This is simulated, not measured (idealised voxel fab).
The process module that follows is named voxel double patterning.
This is section cut - it's 265 nm across, gridded in 5 nm square cells.
Each cross-section below is a grid of square cells, stated as bands in top-down order, with one or more rows of cells making up each band. Basically the band line says how high the top is and how high the bottom is, in nm, and then what's in it from left to right, every material with its width in nm. Empty space shows up as "blank", and if a single material carries "throughout" it runs the full band edge to edge. Height is counted from the level 0, under which the received wafer is composed throughout of one material. The lowest of the bands is not closed at the bottom but continues downward, in the notation "0 -> down". The two numbers in a width such as "30->40" mark its ends across the band: the first belongs to the top row of cells, the second to the bottom row, and from each row to the next the width moves by the same amount. It should be understood that the words "no change occurred", when stated for a given step, signify that the cross-section underwent no change in any of its cells during that step. "Enclosed void inventory" means: voids of 8 cells or more that are shut off from the top with no open way through. Written width x height at distance, distance from the left edge, in nm. Heads up: the bit after the settings on a step's line is the simulator's remark on that step. The "overlay nm" setting may appear on a step's line; for a step that uses a mask, it gives how far to the right of its planned position the mask lay, and a negative value indicates the left.

THE PROCESS STEPS THAT WERE PLANNED ARE LISTED BELOW
1: RECEIVE (material Si)
2: CONFORMAL_DEP (material SiO2; thk nm 5)
3: DIRECTIONAL_DEP (material W; thk nm 15)
4: DIRECTIONAL_DEP (material SiCN; thk nm 10)
5: MASKED_ETCH (tone open; mask id FIRST; width nm 15; pitch nm 50; etch materials SiCN; depth nm 10; overlay nm 0)
6: MASKED_ETCH (tone open; mask id SECOND; width nm 15; etch materials SiCN; depth nm 10; overlay nm 0)
7: DIRECTIONAL_ETCH (etch materials W; depth nm 15)
8: STRIP (etch materials SiCN)

INCOMING WAFER IN CROSS-SECTION (STATE: AFTER STEP 1)
	0 -> down: Si throughout
	Enclosed void inventory: none

HERE'S THE WAFER CUT IN CROSS-SECTION AFTER THE MODULE, STARTED AND PLANNED JUST LIKE ABOVE, EXCEPT ONE THING WAS DONE WRONG IN THE RUN
	20 -> 5: W: 95; blank: 25; W: 5; blank: 15; W: 5; blank: 25; W: 95
	5 -> 0: SiO2 throughout
	0 -> down: Si throughout
	Enclosed void inventory: none
Want to know what went wrong? step 5 off recipe, ran as MASKED_ETCH (tone open; mask id FIRST; width nm 25; pitch nm 50; etch materials SiCN; depth nm 10; overlay nm 0)
